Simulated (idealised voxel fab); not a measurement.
process module | voxel transistor to metal
cross-section cut | 180 nm wide | cells 5 nm
A cross-section is a grid of square cells, given in bands from the top down. A band is one or more rows of cells.
Each band's line starts with the height of the band's top and of its bottom, in nm. Then come its materials from left to right, each with its width in nm. One material with "throughout" fills the band from edge to edge. "air" is empty space.
Height 0 is the level under which the wafer as received is all one material. The lowest band goes on downwards, as in "0 down".
A width such as "30 to 40" changes by the same amount from each row of cells to the next, from the band's top row to its bottom row.
"no change" after a step means that no cell of the cross-section changed.
closed voids: empty space of 8 cells or more with no open way to the top, each as width x height at its distance from the left edge, in nm
after a step's settings: what the simulator itself notes on the step
overlay nm, on a step with a mask: how far to the right of its planned place the mask lay; to the left if negative
plan
1 op RECEIVE | material Si
2 op CONFORMAL_DEP | material SiO2 | thk nm 5
3 op CONFORMAL_DEP | material SiN | thk nm 10
4 op MASKED_ETCH | tone cover | mask id ACTIVE | width nm 110 | etch materials SiN | depth nm 10 | overlay nm 0
5 op MASKED_ETCH | tone cover | mask id ACTIVE | width nm 110 | etch materials SiO2 | depth nm 5 | overlay nm 0
6 op MASKED_ETCH | tone cover | mask id ACTIVE | width nm 110 | etch materials Si | depth nm 30 | overlay nm 0
7 op OXIDIZE | depth nm 5
8 op FILL_DEP | material SiO2 | thk nm 5
9 op CMP | height nm 15
10 op SELECTIVE_ETCH | etch materials SiO2 | depth nm 10
11 op STRIP | etch materials SiN
12 op SELECTIVE_ETCH | etch materials SiO2 | depth nm 5
13 op OXIDIZE | depth nm 5
14 op DIRECTIONAL_DEP | material polySi | thk nm 20
15 op DIRECTIONAL_DEP | material SiCN | thk nm 10
16 op PATTERN | tone cover | mask id GATE | material resist | width nm 30 | thk nm 15 | overlay nm 0
17 op DIRECTIONAL_ETCH | etch materials SiCN | depth nm 20
18 op DIRECTIONAL_ETCH | etch materials polySi | depth nm 30
19 op STRIP | etch materials resist
20 op CONFORMAL_DEP | material SiN | thk nm 10
21 op DIRECTIONAL_ETCH | etch materials SiN | depth nm 10
22 op DIRECTIONAL_ETCH | etch materials SiO2 | depth nm 5
23 op EPI | material pSi | thk nm 5
24 op FILL_DEP | material SiO2 | thk nm 10
25 op CMP | height nm 20
26 op STRIP | etch materials polySi
27 op SELECTIVE_ETCH | etch materials SiO2 | depth nm 5
28 op CONFORMAL_DEP | material HfO2 | thk nm 5
29 op CONFORMAL_DEP | material TiN | thk nm 5
30 op FILL_DEP | material W | thk nm 10
31 op CMP | height nm 15
32 op DIRECTIONAL_DEP | material SiO2 | thk nm 10
33 op MASKED_ETCH | tone open | mask id CONTACT | width nm 20 | pitch nm 80 | etch materials SiO2 | depth nm 25 | overlay nm 0
34 op CONFORMAL_DEP | material TiN | thk nm 5
35 op FILL_DEP | material Ru | thk nm 5
36 op CMP | height nm 25
37 op CONFORMAL_DEP | material SiN | thk nm 5
38 op DIRECTIONAL_DEP | material lowk | thk nm 20
39 op DIRECTIONAL_DEP | material aC | thk nm 15
40 op PATTERN | tone open | mask id METAL_1 | material resist | width nm 20 | pitch nm 80 | thk nm 30 | overlay nm -15
41 op DIRECTIONAL_ETCH | etch materials aC | depth nm 15
42 op STRIP | etch materials resist
43 op DIRECTIONAL_ETCH | etch materials lowk | depth nm 20
44 op DIRECTIONAL_ETCH | etch materials SiN | depth nm 5
45 op STRIP | etch materials aC
46 op CONFORMAL_DEP | material TiN | thk nm 5
47 op FILL_DEP | material Cu | thk nm 5
48 op CMP | height nm 50
49 op CONFORMAL_DEP | material SiCN | thk nm 5
50 op DIRECTIONAL_DEP | material SiO2 | thk nm 30
51 op MASKED_ETCH | tone open | mask id METAL_2_HOLES | width nm 15 | pitch nm 80 | etch materials SiO2 | depth nm 30 | overlay nm 0
52 op MASKED_ETCH | tone open | mask id METAL_2 | width nm 20 | pitch nm 80 | etch materials SiO2 | depth nm 20 | overlay nm 0
53 op MASKED_ETCH | tone open | mask id METAL_2 | width nm 20 | pitch nm 80 | etch materials SiCN | depth nm 5 | overlay nm 0
54 op CONFORMAL_DEP | material TiN | thk nm 5
55 op FILL_DEP | material Ru | thk nm 10
56 op CMP | height nm 85
57 op CONFORMAL_DEP | material SiN | thk nm 5
varied across the wafers: overlay nm of step 40. The plan shows the first wafer's value. All wafers start alike
first wafer as received, after step 1
  0 down: Si throughout
  closed voids: none
first wafer at the end, after step 57
  90 to 85: SiN throughout
  85 to 70: SiO2 40 | TiN 5 | Ru 10 | TiN 5 | SiO2 60 | TiN 5 | Ru 10 | TiN 5 | SiO2 40
  70 to 65: SiO2 40 | TiN 5 | Ru 5 | TiN 10 | SiO2 60 | TiN 5 | Ru 5 | TiN 10 | SiO2 40
  65 to 55: SiO2 40 | TiN 5 | Ru 5 | TiN 5 | SiO2 65 | TiN 5 | Ru 5 | TiN 5 | SiO2 45
  55 to 50: SiCN 40 | TiN 15 | SiCN 65 | TiN 15 | SiCN 45
  50 to 30: lowk 25 | TiN 5 | Cu 10 | TiN 5 | lowk 60 | TiN 5 | Cu 10 | TiN 5 | lowk 55
  30 to 25: SiN 25 | TiN 20 | SiN 60 | TiN 20 | SiN 55
  25 to 15: SiO2 40 | TiN 5 | Ru 10 | TiN 5 | SiO2 60 | TiN 5 | Ru 10 | TiN 5 | SiO2 40
  15 to 5: SiO2 40 | TiN 5 | Ru 10 | TiN 5 | SiO2 5 | SiN 10 | HfO2 5 | TiN 5 | W 10 | TiN 5 | HfO2 5 | SiN 10 | SiO2 5 | TiN 5 | Ru 10 | TiN 5 | SiO2 40
  5 to 0: SiO2 40 | TiN 20 | SiO2 5 | SiN 10 | HfO2 5 | TiN 20 | HfO2 5 | SiN 10 | SiO2 5 | TiN 20 | SiO2 40
  0 to -5: SiO2 35 | pSi 30 | SiO2 5 | HfO2 40 | SiO2 5 | pSi 30 | SiO2 35
  -5 to -35: SiO2 40 | Si 100 | SiO2 40
  -35 down: Si throughout
  closed voids: none
last wafer at the end
  90 to 85: SiN throughout
  85 to 70: SiO2 40 | TiN 5 | Ru 10 | TiN 5 | SiO2 60 | TiN 5 | Ru 10 | TiN 5 | SiO2 40
  70 to 65: SiO2 40 | TiN 5 | Ru 5 | TiN 10 | SiO2 60 | TiN 5 | Ru 5 | TiN 10 | SiO2 40
  65 to 55: SiO2 40 | TiN 5 | Ru 5 | TiN 5 | SiO2 65 | TiN 5 | Ru 5 | TiN 5 | SiO2 45
  55 to 50: SiCN 40 | TiN 15 | SiCN 65 | TiN 15 | SiCN 45
  50 to 30: lowk 55 | TiN 5 | Cu 10 | TiN 5 | lowk 60 | TiN 5 | Cu 10 | TiN 5 | lowk 25
  30 to 25: SiN 55 | TiN 20 | SiN 60 | TiN 20 | SiN 25
  25 to 15: SiO2 40 | TiN 5 | Ru 10 | TiN 5 | SiO2 60 | TiN 5 | Ru 10 | TiN 5 | SiO2 40
  15 to 5: SiO2 40 | TiN 5 | Ru 10 | TiN 5 | SiO2 5 | SiN 10 | HfO2 5 | TiN 5 | W 10 | TiN 5 | HfO2 5 | SiN 10 | SiO2 5 | TiN 5 | Ru 10 | TiN 5 | SiO2 40
  5 to 0: SiO2 40 | TiN 20 | SiO2 5 | SiN 10 | HfO2 5 | TiN 20 | HfO2 5 | SiN 10 | SiO2 5 | TiN 20 | SiO2 40
  0 to -5: SiO2 35 | pSi 30 | SiO2 5 | HfO2 40 | SiO2 5 | pSi 30 | SiO2 35
  -5 to -35: SiO2 40 | Si 100 | SiO2 40
  -35 down: Si throughout
  closed voids: none
each wafer at the end: cells of each material gained (+) or lost (-) since it was received, then its closed voids
overlay nm -15 | +16 Cu | +14 HfO2 | +34 Ru | -132 Si | +30 SiCN | +76 SiN | +394 SiO2 | +88 TiN | +4 W | +112 lowk | +12 pSi | closed voids: none
overlay nm -10 | +16 Cu | +14 HfO2 | +34 Ru | -132 Si | +30 SiCN | +76 SiN | +394 SiO2 | +88 TiN | +4 W | +112 lowk | +12 pSi | closed voids: none
overlay nm -5 | +16 Cu | +14 HfO2 | +34 Ru | -132 Si | +30 SiCN | +76 SiN | +394 SiO2 | +88 TiN | +4 W | +112 lowk | +12 pSi | closed voids: none
overlay nm 0 | +16 Cu | +14 HfO2 | +34 Ru | -132 Si | +30 SiCN | +76 SiN | +394 SiO2 | +88 TiN | +4 W | +112 lowk | +12 pSi | closed voids: none
overlay nm 5 | +16 Cu | +14 HfO2 | +34 Ru | -132 Si | +30 SiCN | +76 SiN | +394 SiO2 | +88 TiN | +4 W | +112 lowk | +12 pSi | closed voids: none
overlay nm 10 | +16 Cu | +14 HfO2 | +34 Ru | -132 Si | +30 SiCN | +76 SiN | +394 SiO2 | +88 TiN | +4 W | +112 lowk | +12 pSi | closed voids: none
overlay nm 15 | +16 Cu | +14 HfO2 | +34 Ru | -132 Si | +30 SiCN | +76 SiN | +394 SiO2 | +88 TiN | +4 W | +112 lowk | +12 pSi | closed voids: none
